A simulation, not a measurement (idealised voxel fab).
Herein follows the process module entitled voxel gate over fins.
Shown is cross-section cut, with a width of 295 nm and square cells of size 5 nm.
How to read a cross-section here: the picture is a grid of square cells, written as bands going from the top down, and any band can span one or more rows of cells.
Top, bottom (nm), then materials left to right with widths (nm); lone material tagged "full width" fills the whole band edge to edge; "air" = empty space.
For the purposes of this specification, 0 denotes the height below which the wafer in its as-received condition is composed wholly of one material, and the lowermost band, lacking a lower limit, extends downward without end, as expressed in "top 0, no bottom".
The width entry "30 to 40" should be interpreted row by row: the top row of cells in the band takes the first number, the bottom row takes the second number, and the change between adjacent rows is uniform throughout.
It should be understood that the words "nothing altered", when stated for a given step, signify that the cross-section underwent no change in any of its cells during that step.
Heads up: "Non-vented voids" only lists the empty pockets with no open path to the top that are 8 cells or more, and it writes them as width x height at distance, distance from the left edge, in nm.
after a step's settings: what the simulator itself notes on the step
overlay nm: right-of-plan distance of the mask on a masked step; negative values mean left-of-plan.
-- The planned process steps are enumerated hereunder
1) RECEIVE (material Si)
2) CONFORMAL_DEP (material SiN; thk nm 5)
3) MASKED_ETCH (tone cover; mask id FINS; width nm 15; pitch nm 40; etch materials SiN; depth nm 5; overlay nm 0)
4) MASKED_ETCH (tone cover; mask id FINS; width nm 15; pitch nm 40; etch materials Si; depth nm 30; overlay nm -15)
5) FILL_DEP (material SiO2; thk nm 5)
6) CMP (height nm 5)
7) SELECTIVE_ETCH (etch materials SiO2; depth nm 20)
8) STRIP (etch materials SiN)
9) CONFORMAL_DEP (material HfO2; thk nm 5)
10) CONFORMAL_DEP (material TiN; thk nm 5)
11) CONFORMAL_DEP (material TiAl; thk nm 5)
12) CONFORMAL_DEP (material TiN; thk nm 5)
13) FILL_DEP (material W; thk nm 15)
14) CMP (height nm 30)
15) CONFORMAL_DEP (material SiN; thk nm 5)
Same starting wafers, different overlay nm at step 4. Plan value belongs to the first wafer.
-- Received condition of the first of several wafers, sectioned: post-step 1
* top 0, no bottom | Si full width
* Non-vented voids: none
-- Per wafer, end of module: cells gained (+) or lost (-) per material since receipt, then closed voids
overlay nm -15; +83 HfO2; -210 Si; +59 SiN; +105 SiO2; +65 TiAl; +130 TiN; +181 W; Non-vented voids: none
overlay nm -10; +83 HfO2; -234 Si; +59 SiN; +117 SiO2; +65 TiAl; +139 TiN; +184 W; Non-vented voids: none
overlay nm -5; +83 HfO2; -258 Si; +59 SiN; +129 SiO2; +65 TiAl; +148 TiN; +187 W; Non-vented voids: none
overlay nm 0; +83 HfO2; -282 Si; +59 SiN; +141 SiO2; +74 TiAl; +148 TiN; +190 W; Non-vented voids: none
overlay nm 5; +83 HfO2; -258 Si; +59 SiN; +129 SiO2; +65 TiAl; +148 TiN; +187 W; Non-vented voids: none
overlay nm 10; +83 HfO2; -234 Si; +59 SiN; +117 SiO2; +65 TiAl; +139 TiN; +184 W; Non-vented voids: none
overlay nm 15; +83 HfO2; -210 Si; +59 SiN; +105 SiO2; +65 TiAl; +130 TiN; +181 W; Non-vented voids: none
